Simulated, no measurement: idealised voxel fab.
Name of the process module below: voxel ribs on slabs
Square cell edge 5 nm, section width 140 nm, ID cut.
If you're reading a cross-section in this doc, picture square cells in a grid; it comes to you as bands, top ones listed first down to the bottom, and a band can be one or more rows of cells.
First you get the band's top height and its bottom height, in nm, and then the materials it's made of, left to right, with each width in nm. If you see a single material with "edge to edge", that one covers the band edge to edge. "air" is empty space.
Counting heights begins at 0, where everything beneath is, in the wafer as received, one material. The lowest band has no bottom; it goes on downwards, as "0 -> down" shows.
The width entry "30..40" should be interpreted row by row: the top row of cells in the band takes the first number, the bottom row takes the second number, and the change between adjacent rows is uniform throughout.
For the purposes of this document, the phrase "nothing was modified" attached to a step denotes that no cell within the cross-section was modified by that step.
Entry "Sealed-off cavities" = empty spaces >= 8 cells with no open way to the top; each as width x height at distance, distance from left edge, all nm.
What comes after the settings on a step's line is commentary from the simulator itself on that step.
"overlay nm" denotes, for a step that has a mask, the displacement of the mask to the right of its planned place, with negative values corresponding to the left.

The process steps that were planned are listed below
1 RECEIVE [material Si]
2 DIRECTIONAL_DEP [material SiO2] [thk nm 30]
3 DIRECTIONAL_DEP [material SiN] [thk nm 15]
4 DIRECTIONAL_DEP [material aC] [thk nm 5]
5 PATTERN [tone cover] [mask id RIB] [material resist] [width nm 30] [thk nm 30] [overlay nm 0]
6 DIRECTIONAL_ETCH [etch materials aC] [depth nm 10]
7 STRIP [etch materials resist]
8 DIRECTIONAL_ETCH [etch materials SiN] [depth nm 5]
9 STRIP [etch materials aC]
10 MASKED_ETCH [tone cover] [mask id SLAB] [width nm 90] [etch materials SiN] [depth nm 10] [overlay nm 0]
11 FILL_DEP [material SiO2] [thk nm 30]
12 CMP [height nm 65]
13 DIRECTIONAL_DEP [material W] [thk nm 10]
14 DIRECTIONAL_DEP [material aC] [thk nm 10]
15 PATTERN [tone cover] [mask id HEATER] [material resist] [width nm 40] [thk nm 30] [overlay nm 0]
16 DIRECTIONAL_ETCH [etch materials aC] [depth nm 10]
17 STRIP [etch materials resist]
18 DIRECTIONAL_ETCH [etch materials W] [depth nm 10]
19 STRIP [etch materials aC]
20 CONFORMAL_DEP [material SiN] [thk nm 10]
Where the wafers of this document differ is in the thk nm of step 4; they start out the same, and the plan states the value that applied to the first wafer.

The first of several wafers as received, shown in cross-section; this is its state after step 1
    0 -> down | Si edge to edge
    Sealed-off cavities: none

After the module's final step, step 20: the first of several wafers in cross-section
    85 -> 75 | 40 air | 60 SiN | 40 air
    75 -> 65 | 50 SiN | 40 W | 50 SiN
    65 -> 45 | SiO2 edge to edge
    45 -> 40 | 55 SiO2 | 30 SiN | 55 SiO2
    40 -> 30 | 25 SiO2 | 90 SiN | 25 SiO2
    30 -> 0 | SiO2 edge to edge
    0 -> down | Si edge to edge
    Sealed-off cavities: none

The last wafer as seen in cross-section at the end of the module
    85 -> 75 | 40 air | 60 SiN | 40 air
    75 -> 65 | 50 SiN | 40 W | 50 SiN
    65 -> 45 | SiO2 edge to edge
    45 -> 35 | 25 SiO2 | 90 SiN | 25 SiO2
    35 -> 30 | SiN edge to edge
    30 -> 0 | SiO2 edge to edge
    0 -> down | Si edge to edge
    Sealed-off cavities: none

Row per wafer, end-of-module: cell gain (+)/loss (-) by material since the wafer came in, then closed voids
thk nm 5; +106 SiN; +322 SiO2; +16 W; Sealed-off cavities: none
thk nm 10; +106 SiN; +322 SiO2; +16 W; Sealed-off cavities: none
thk nm 15; +128 SiN; +300 SiO2; +16 W; Sealed-off cavities: none
thk nm 20; +128 SiN; +300 SiO2; +16 W; Sealed-off cavities: none
thk nm 25; +128 SiN; +300 SiO2; +16 W; Sealed-off cavities: none
